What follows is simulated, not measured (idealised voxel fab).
The process module that follows is named voxel tone inversion.
Cross-section cut spans 255 nm and uses square cells 5 nm in size.
The cross-sections in this document take the form of a grid made of square cells. They are written out as bands, in order from top to bottom. Each band consists of one or more rows of cells. The band entry comprises the height of the band's top followed by the height of its bottom, expressed in nm, and subsequently the band's materials from left to right, each stated together with its width in nm. Where a single material is marked with the word "throughout", that material fills the band from edge to edge. The word "air" represents empty space. Heights are expressed relative to 0, this being the level below which the as-received wafer comprises one material exclusively. The lowest band is unbounded in the downward direction and is denoted as in "0 and below". So if you see something like "30..40" for the width, read it as the top row of the band sitting at the first number and the bottom row at the second, with every row in between moving by the same amount as the last. Basically "changes: none" means that step didn't change any cell in the cross-section. In "Tabulated closed voids" the enclosed voids are listed, meaning empty spaces of 8 cells or larger without any opening to the top. The form is width x height at distance, distance from the left edge, units nm. Formally, on a step line, whatever follows the settings is a remark that the simulator itself makes on the step. Regarding "overlay nm": on a step with a mask, it is the distance the mask lay to the right of its planned place; a negative value places it to the left.

The process steps that were planned are listed below
1. op RECEIVE | material Si
2. op CONFORMAL_DEP | material SiN | thk nm 5
3. op DIRECTIONAL_DEP | material polySi | thk nm 15
4. op PATTERN | tone cover | mask id POSTS | material resist | width nm 25 | pitch nm 40 | thk nm 25 | overlay nm 0
5. op DIRECTIONAL_ETCH | etch materials polySi | depth nm 15
6. op STRIP | etch materials resist
7. op FILL_DEP | material lowk | thk nm 5
8. op CMP | height nm 20
9. op STRIP | etch materials polySi
10. op CONFORMAL_DEP | material TiN | thk nm 5
11. op FILL_DEP | material Cu | thk nm 10
12. op CMP | height nm 20
13. op CONFORMAL_DEP | material SiN | thk nm 5

Cross-section of the wafer as it came to us, i.e., already through step 1
0 and below = Si throughout
Tabulated closed voids: none

First of two wafers, end-of-module section, run followed plan
25 down to 20 = SiN throughout
20 down to 10 = lowk: 95  TiN: 5  Cu: 15  TiN: 5  lowk: 15  TiN: 5  Cu: 15  TiN: 5  lowk: 95
10 down to 5 = lowk: 95  TiN: 25  lowk: 15  TiN: 25  lowk: 95
5 down to 0 = SiN throughout
0 and below = Si throughout
Tabulated closed voids: none

Cross-section, second wafer: same start as the first, same plan as the first, one mistake in running it; taken at the end of the module
25 down to 20 = SiN throughout
20 down to 10 = lowk: 100  TiN: 5  Cu: 10  TiN: 5  lowk: 20  TiN: 5  Cu: 10  TiN: 5  lowk: 95
10 down to 5 = lowk: 100  TiN: 20  lowk: 20  TiN: 20  lowk: 95
5 down to 0 = SiN throughout
0 and below = Si throughout
Tabulated closed voids: none
Finding, execution versus plan: step 4 was not run as planned; what actually ran was op PATTERN | tone cover | mask id POSTS | material resist | width nm 20 | pitch nm 40 | thk nm 25 | overlay nm 0
Looking at both finished wafers in cells, the second ends up ahead of or behind the first on some materials: Cu -4, TiN -2, lowk +6
